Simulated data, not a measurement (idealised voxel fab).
process module | voxel air gaps
cross-section cut | 285 nm wide | cells 5 nm
A cross-section is a grid of square cells, given in bands from the top down. A band is one or more rows of cells.
Each band's line starts with the height of the band's top and of its bottom, in nm. Then come its materials from left to right, each with its width in nm. One material with "throughout" fills the band from edge to edge. "air" is empty space.
Height 0 is the level under which the wafer as received is all one material. The lowest band goes on downwards, as in "0 down".
A width such as "30 to 40" changes by the same amount from each row of cells to the next, from the band's top row to its bottom row.
"no change" after a step means that no cell of the cross-section changed.
closed voids: empty space of 8 cells or more with no open way to the top, each as width x height at its distance from the left edge, in nm
after a step's settings: what the simulator itself notes on the step
overlay nm, on a step with a mask: how far to the right of its planned place the mask lay; to the left if negative
plan
1 op RECEIVE | material Si
2 op CONFORMAL_DEP | material SiO2 | thk nm 10
3 op CONFORMAL_DEP | material SiN | thk nm 5
4 op DIRECTIONAL_DEP | material SiO2 | thk nm 40
5 op DIRECTIONAL_DEP | material aC | thk nm 10
6 op PATTERN | tone open | mask id LINES | material resist | width nm 25 | pitch nm 50 | thk nm 30 | overlay nm 0
7 op DIRECTIONAL_ETCH | etch materials aC | depth nm 10
8 op STRIP | etch materials resist
9 op DIRECTIONAL_ETCH | etch materials SiO2 | depth nm 40
10 op STRIP | etch materials aC
11 op CONFORMAL_DEP | material TiN | thk nm 5
12 op FILL_DEP | material W | thk nm 10
13 op CMP | height nm 55
14 op EPI | material Ru | thk nm 10
15 op SELECTIVE_ETCH | etch materials SiO2 | depth nm 50
16 op CONFORMAL_DEP | material SiN | thk nm 5
as received, after step 1
  0 down: Si throughout
  closed voids: none
first wafer at the end, as planned
  70 to 65: air 65 | SiN 155 | air 65
  65 to 55: air 65 | SiN 5 | Ru 45 | SiN 5 | Ru 45 | SiN 5 | Ru 45 | SiN 5 | air 65
  55 to 50: air 65 | SiN 15 | TiN 5 | W 15 | TiN 5 | SiN 25 | TiN 5 | W 15 | TiN 5 | SiN 25 | TiN 5 | W 15 | TiN 5 | SiN 15 | air 65
  50 to 20: air 75 | SiN 5 | TiN 5 | W 15 | TiN 5 | SiN 5 | air 15 | SiN 5 | TiN 5 | W 15 | TiN 5 | SiN 5 | air 15 | SiN 5 | TiN 5 | W 15 | TiN 5 | SiN 5 | air 75
  20 to 15: SiN 80 | TiN 25 | SiN 25 | TiN 25 | SiN 25 | TiN 25 | SiN 80
  15 to 10: SiN throughout
  10 to 0: SiO2 throughout
  0 down: Si throughout
  closed voids: 15 x 30 at 110; 15 x 30 at 160
second wafer at the end: like start, like plan, one mistake
  70 to 65: SiN throughout
  65 to 55: Ru throughout
  55 to 50: W throughout
  50 to 45: TiN 85 | W 15 | TiN 35 | W 15 | TiN 35 | W 15 | TiN 85
  45 to 10: SiO2 80 | TiN 5 | W 15 | TiN 5 | SiO2 25 | TiN 5 | W 15 | TiN 5 | SiO2 25 | TiN 5 | W 15 | TiN 5 | SiO2 80
  10 to 5: SiO2 80 | TiN 25 | SiO2 25 | TiN 25 | SiO2 25 | TiN 25 | SiO2 80
  5 to 0: SiN throughout
  0 down: Si throughout
  closed voids: none
what went wrong: step 2 was left out
at the end the second wafer has, in cells: 60 more of Ru | 76 fewer of SiN | 222 more of SiO2 | 48 more of TiN | 66 more of W
closed voids at the end (first wafer, second wafer): 2, 0
